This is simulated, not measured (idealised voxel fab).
Process module heading - voxel ribs on slabs
Shown is cross-section cut, with a width of 250 nm and square cells of size 5 nm.
Format of a cross-section: grid, square cells. Given as bands. Order: top down. Band: one or more rows of cells.
In this notation a band is specified by the heights of its top and bottom, in that order and in nm, after which its materials appear from left to right, each paired with its width in nm. The word "edge to edge" attached to a single material means that material fills the band from edge to edge; the word "blank" stands for empty space.
Height reference: 0 = level under which incoming wafer is all one material. Lowest band: no bottom, runs on downward, e.g. "0 nm and below".
The width entry "30..40" should be interpreted row by row: the top row of cells in the band takes the first number, the bottom row takes the second number, and the change between adjacent rows is uniform throughout.
For the purposes of this document, the phrase "nothing changed" attached to a step denotes that no cell within the cross-section was modified by that step.
For the entry "Completely enclosed voids", the listed items are empty spaces with no open way to the top whose size is 8 cells or more; each item follows the pattern width x height at distance, where distance is from the left edge and all three are in nm.
Past the settings on a step's line: simulator remark, on that step.
"overlay nm", when on a step's line for a step with a mask, measures how far to the right of its planned place the mask lay; a negative measure means to the left.
# These are the steps we planned for the process
step 1: RECEIVE,material Si
step 2: DIRECTIONAL_DEP,material SiO2,thk nm 25
step 3: DIRECTIONAL_DEP,material SiN,thk nm 15
step 4: MASKED_ETCH,tone cover,mask id RIB,width nm 20,etch materials SiN,depth nm 10,overlay nm 0
step 5: MASKED_ETCH,tone cover,mask id SLAB,width nm 60,etch materials SiN,depth nm 5,overlay nm 0
step 6: FILL_DEP,material SiO2,thk nm 20
step 7: CMP,height nm 50
step 8: DIRECTIONAL_DEP,material TiN,thk nm 5
step 9: MASKED_ETCH,tone cover,mask id HEATER,width nm 30,etch materials TiN,depth nm 5,overlay nm 0
step 10: CONFORMAL_DEP,material SiO2,thk nm 5
# Received-state cross-section, reflecting completion of step 1
* 0 nm and below: Si edge to edge
* Completely enclosed voids: none
# First of two wafers: cross-section at end of module, run per plan
* 60 nm to 55 nm: blank 105 nm, then SiO2 40 nm, then blank 105 nm
* 55 nm to 50 nm: SiO2 110 nm, then TiN 30 nm, then SiO2 110 nm
* 50 nm to 40 nm: SiO2 edge to edge
* 40 nm to 30 nm: SiO2 115 nm, then SiN 20 nm, then SiO2 115 nm
* 30 nm to 25 nm: SiO2 95 nm, then SiN 60 nm, then SiO2 95 nm
* 25 nm to 0 nm: SiO2 edge to edge
* 0 nm and below: Si edge to edge
* Completely enclosed voids: none
# Cross-sectional view: second of two wafers, end of module; start and plan identical to the first, one mistake in running
* 60 nm to 55 nm: blank 105 nm, then SiO2 40 nm, then blank 105 nm
* 55 nm to 50 nm: SiO2 110 nm, then TiN 30 nm, then SiO2 110 nm
* 50 nm to 35 nm: SiO2 edge to edge
* 35 nm to 25 nm: SiO2 115 nm, then SiN 20 nm, then SiO2 115 nm
* 25 nm to 20 nm: SiO2 95 nm, then SiN 60 nm, then SiO2 95 nm
* 20 nm to 0 nm: SiO2 edge to edge
* 0 nm and below: Si edge to edge
* Completely enclosed voids: none
What went wrong in running the wafer? off-plan run, step 2, actual operation and settings DIRECTIONAL_DEP,material SiO2,thk nm 20
By the end, you'd get the same cell count for each material on either wafer, but the second wafer puts them somewhere else.
